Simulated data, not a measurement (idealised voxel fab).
The process module that follows is named voxel air gaps.
Each square cell in cross-section cut measures 5 nm, and the section as a whole is 175 nm wide.
How to read a cross-section here: the picture is a grid of square cells, written as bands going from the top down, and any band can span one or more rows of cells.
Each band's line starts with the height of the band's top and of its bottom, in nm. Then come its materials from left to right, each with its width in nm. One material with "full width" fills the band from edge to edge. "air" is empty space.
The level at which height equals 0 is the one under which the wafer, as it arrives, is entirely one material. No lower edge exists for the bottom band, which continues downward and is notated as in "0 nm and below".
Quick explanation for "30->40": the width changes in equal steps down the rows of cells, from the first number in the band's top row to the second number in its bottom row.
Where the words "nothing different" appear for a step, the cross-section shows no cell changed by that step; every cell remained as before.
"Unvented cavities" means: voids of 8 cells or more that are shut off from the top with no open way through. Written width x height at distance, distance from the left edge, in nm.
That trailing text on a step's line, after the settings, is the simulator's own remark on the step.
The setting "overlay nm" may be written on the line of a step. When the step uses a mask, the value reports how far to the right of the planned place the mask lay, and a negative value reports that it lay to the left.

PROCESS STEPS - PLAN
1,RECEIVE,material Si
2,CONFORMAL_DEP,material SiO2,thk nm 10
3,CONFORMAL_DEP,material SiCN,thk nm 5
4,DIRECTIONAL_DEP,material lowk,thk nm 40
5,DIRECTIONAL_DEP,material aC,thk nm 15
6,PATTERN,tone open,mask id LINES,material resist,width nm 15,pitch nm 40,thk nm 30,overlay nm -5
7,DIRECTIONAL_ETCH,etch materials aC,depth nm 15
8,STRIP,etch materials resist
9,DIRECTIONAL_ETCH,etch materials lowk,depth nm 40
10,STRIP,etch materials aC
11,CONFORMAL_DEP,material TiN,thk nm 5
12,FILL_DEP,material W,thk nm 5
13,CMP,height nm 55
14,EPI,material Ru,thk nm 10
15,SELECTIVE_ETCH,etch materials lowk,depth nm 50
16,CONFORMAL_DEP,material SiCN,thk nm 5
Keep in mind the plan's value for the overlay nm of step 6 comes from the first wafer; the wafers don't share that setting, but they do share the same starting point.

AS RECEIVED, I.E. AFTER STEP 1: CROSS-SECTION THROUGH THE FIRST OF SEVERAL WAFERS
> 0 nm and below = Si full width
> Unvented cavities: none

HERE'S THE FIRST OF SEVERAL WAFERS IN CROSS-SECTION, END OF THE MODULE, AFTER THE LAST STEP, STEP 16
> 70 nm to 65 nm = SiCN: 165, air: 10
> 65 nm to 55 nm = SiCN: 5, Ru: 35, SiCN: 5, Ru: 35, SiCN: 5, Ru: 35, SiCN: 5, Ru: 35, SiCN: 5, air: 10
> 55 nm to 50 nm = SiCN: 15, TiN: 5, W: 5, TiN: 5, SiCN: 25, TiN: 5, W: 5, TiN: 5, SiCN: 25, TiN: 5, W: 5, TiN: 5, SiCN: 25, TiN: 5, W: 5, TiN: 5, SiCN: 15, air: 10
> 50 nm to 20 nm = air: 10, SiCN: 5, TiN: 5, W: 5, TiN: 5, SiCN: 5, air: 15, SiCN: 5, TiN: 5, W: 5, TiN: 5, SiCN: 5, air: 15, SiCN: 5, TiN: 5, W: 5, TiN: 5, SiCN: 5, air: 15, SiCN: 5, TiN: 5, W: 5, TiN: 5, SiCN: 5, air: 20
> 20 nm to 15 nm = SiCN: 15, TiN: 15, SiCN: 25, TiN: 15, SiCN: 25, TiN: 15, SiCN: 25, TiN: 15, SiCN: 25
> 15 nm to 10 nm = SiCN full width
> 10 nm to 0 nm = SiO2 full width
> 0 nm and below = Si full width
> Unvented cavities: 10 x 30 at 0; 15 x 30 at 35; 15 x 30 at 75; 15 x 30 at 115

X-SECTION, LAST WAFER, MODULE END
> 70 nm to 65 nm = air: 10, SiCN: 165
> 65 nm to 55 nm = air: 10, SiCN: 5, Ru: 35, SiCN: 5, Ru: 35, SiCN: 5, Ru: 35, SiCN: 5, Ru: 35, SiCN: 5
> 55 nm to 50 nm = air: 10, SiCN: 15, TiN: 5, W: 5, TiN: 5, SiCN: 25, TiN: 5, W: 5, TiN: 5, SiCN: 25, TiN: 5, W: 5, TiN: 5, SiCN: 25, TiN: 5, W: 5, TiN: 5, SiCN: 15
> 50 nm to 20 nm = air: 20, SiCN: 5, TiN: 5, W: 5, TiN: 5, SiCN: 5, air: 15, SiCN: 5, TiN: 5, W: 5, TiN: 5, SiCN: 5, air: 15, SiCN: 5, TiN: 5, W: 5, TiN: 5, SiCN: 5, air: 15, SiCN: 5, TiN: 5, W: 5, TiN: 5, SiCN: 5, air: 10
> 20 nm to 15 nm = SiCN: 25, TiN: 15, SiCN: 25, TiN: 15, SiCN: 25, TiN: 15, SiCN: 25, TiN: 15, SiCN: 15
> 15 nm to 10 nm = SiCN full width
> 10 nm to 0 nm = SiO2 full width
> 0 nm and below = Si full width
> Unvented cavities: 15 x 30 at 45; 15 x 30 at 85; 15 x 30 at 125; 10 x 30 at 165

TABLE: WAFERS, A ROW EACH; END-OF-MODULE CELL CHANGE PER MATERIAL SINCE RECEIPT, GAIN (+), LOSS (-); THEN CLOSED VOIDS
overlay nm -5 | +56 Ru | +170 SiCN | +70 SiO2 | +68 TiN | +28 W | Unvented cavities: 10 x 30 at 0; 15 x 30 at 35; 15 x 30 at 75; 15 x 30 at 115
overlay nm 0 | +56 Ru | +170 SiCN | +70 SiO2 | +68 TiN | +28 W | Unvented cavities: 15 x 30 at 40; 15 x 30 at 80; 15 x 30 at 120
overlay nm 5 | +56 Ru | +170 SiCN | +70 SiO2 | +68 TiN | +28 W | Unvented cavities: 15 x 30 at 45; 15 x 30 at 85; 15 x 30 at 125; 10 x 30 at 165
